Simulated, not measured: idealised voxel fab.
Process module in this document: voxel self aligned vias
Square cell edge 5 nm, section width 235 nm, ID cut.
When this document writes out a cross-section, it uses a grid of square cells and lists it as bands, beginning at the top and moving down, with a band standing for one or more rows of cells. Within each band entry, the heights of the top and of the bottom of the band appear first, in that order and in nm; the materials of the band then follow from left to right, each with its corresponding width in nm. The designation "edge to edge" on a single material indicates that it fills the band from edge to edge; the designation "blank" indicates empty space. Basically, 0 is our baseline, since under it the wafer straight out of the box is all one material. The bottom band has no lower end and keeps on going down, so it looks like "top 0, no bottom". The width entry "30->40" should be interpreted row by row: the top row of cells in the band takes the first number, the bottom row takes the second number, and the change between adjacent rows is uniform throughout. For the purposes of this document, the phrase "remained the same" attached to a step denotes that no cell within the cross-section was modified by that step. Under "Voids, enclosed" you'll find the enclosed gaps, the ones with no way out to the top, that are 8 cells or bigger; each reads width x height at distance, with distance counted from the left edge, everything in nm. Read whatever lies past the settings on a step's line as the simulator's own remark about the step. You can add "overlay nm" to a step's line. For a step with a mask, it describes how far the mask lay to the right of its planned position, and a negative number describes a lay to the left.
## List of planned process steps
| 1 | RECEIVE: material Si |
| 2 | CONFORMAL_DEP: material SiO2, thk nm 15 |
| 3 | CONFORMAL_DEP: material SiCN, thk nm 5 |
| 4 | DIRECTIONAL_DEP: material SiO2, thk nm 30 |
| 5 | MASKED_ETCH: tone open, mask id LINES, width nm 30, pitch nm 65, etch materials SiO2, depth nm 30, overlay nm 0 |
| 6 | CONFORMAL_DEP: material TiN, thk nm 5 |
| 7 | FILL_DEP: material Ru, thk nm 10 |
| 8 | CMP: height nm 50 |
| 9 | SELECTIVE_ETCH: etch materials W Ru TiN, depth nm 5 |
| 10 | FILL_DEP: material SiN, thk nm 5 |
| 11 | CMP: height nm 50 |
| 12 | DIRECTIONAL_DEP: material SiO2, thk nm 20 |
| 13 | DIRECTIONAL_DEP: material aC, thk nm 10 |
| 14 | PATTERN: tone open, mask id VIAS, material resist, width nm 40, pitch nm 65, thk nm 25, overlay nm 0 |
| 15 | DIRECTIONAL_ETCH: etch materials aC, depth nm 10 |
| 16 | STRIP: etch materials resist |
| 17 | DIRECTIONAL_ETCH: etch materials SiO2, depth nm 20 |
| 18 | DIRECTIONAL_ETCH: etch materials SiN, depth nm 5 |
| 19 | STRIP: etch materials aC |
| 20 | CONFORMAL_DEP: material TiN, thk nm 5 |
| 21 | FILL_DEP: material W, thk nm 5 |
| 22 | CMP: height nm 70 |
| 23 | CONFORMAL_DEP: material SiN, thk nm 5 |
## The cross-section here shows the wafer as received, i.e. in its state after step 1
  top 0, no bottom  Si edge to edge
  Voids, enclosed: none
## Wafer cross-section at module end: first of two, run to plan
  top 75, bottom 70  SiN edge to edge
  top 70, bottom 55  SiO2=65, then TiN=5, then W=30, then TiN=5, then SiO2=25, then TiN=5, then W=30, then TiN=5, then SiO2=65
  top 55, bottom 50  SiO2=65, then TiN=10, then W=20, then TiN=10, then SiO2=25, then TiN=10, then W=20, then TiN=10, then SiO2=65
  top 50, bottom 45  SiO2=70, then TiN=30, then SiO2=35, then TiN=30, then SiO2=70
  top 45, bottom 25  SiO2=70, then TiN=5, then Ru=20, then TiN=5, then SiO2=35, then TiN=5, then Ru=20, then TiN=5, then SiO2=70
  top 25, bottom 20  SiO2=70, then TiN=30, then SiO2=35, then TiN=30, then SiO2=70
  top 20, bottom 15  SiCN edge to edge
  top 15, bottom 0  SiO2 edge to edge
  top 0, no bottom  Si edge to edge
  Voids, enclosed: none
## second wafer at the end: like start, like plan, one mistake
  top 75, bottom 70  SiN edge to edge
  top 70, bottom 55  SiO2=65, then TiN=5, then W=30, then TiN=5, then SiO2=25, then TiN=5, then W=30, then TiN=5, then SiO2=65
  top 55, bottom 50  SiO2=65, then TiN=15, then W=10, then TiN=15, then SiO2=25, then TiN=15, then W=10, then TiN=15, then SiO2=65
  top 50, bottom 45  SiO2=75, then TiN=20, then SiO2=45, then TiN=20, then SiO2=75
  top 45, bottom 25  SiO2=75, then TiN=5, then Ru=10, then TiN=5, then SiO2=45, then TiN=5, then Ru=10, then TiN=5, then SiO2=75
  top 25, bottom 20  SiO2=75, then TiN=20, then SiO2=45, then TiN=20, then SiO2=75
  top 20, bottom 15  SiCN edge to edge
  top 15, bottom 0  SiO2 edge to edge
  top 0, no bottom  Si edge to edge
  Voids, enclosed: none
The plan and the run diverged here: in deviation from the planned setting, step 5 was conducted as MASKED_ETCH: tone open, mask id LINES, width nm 20, pitch nm 65, etch materials SiO2, depth nm 30, overlay nm 0
End check, counted in cells, second wafer has more or fewer of these materials than the first: -16 Ru; +24 SiO2; -4 TiN; -4 W
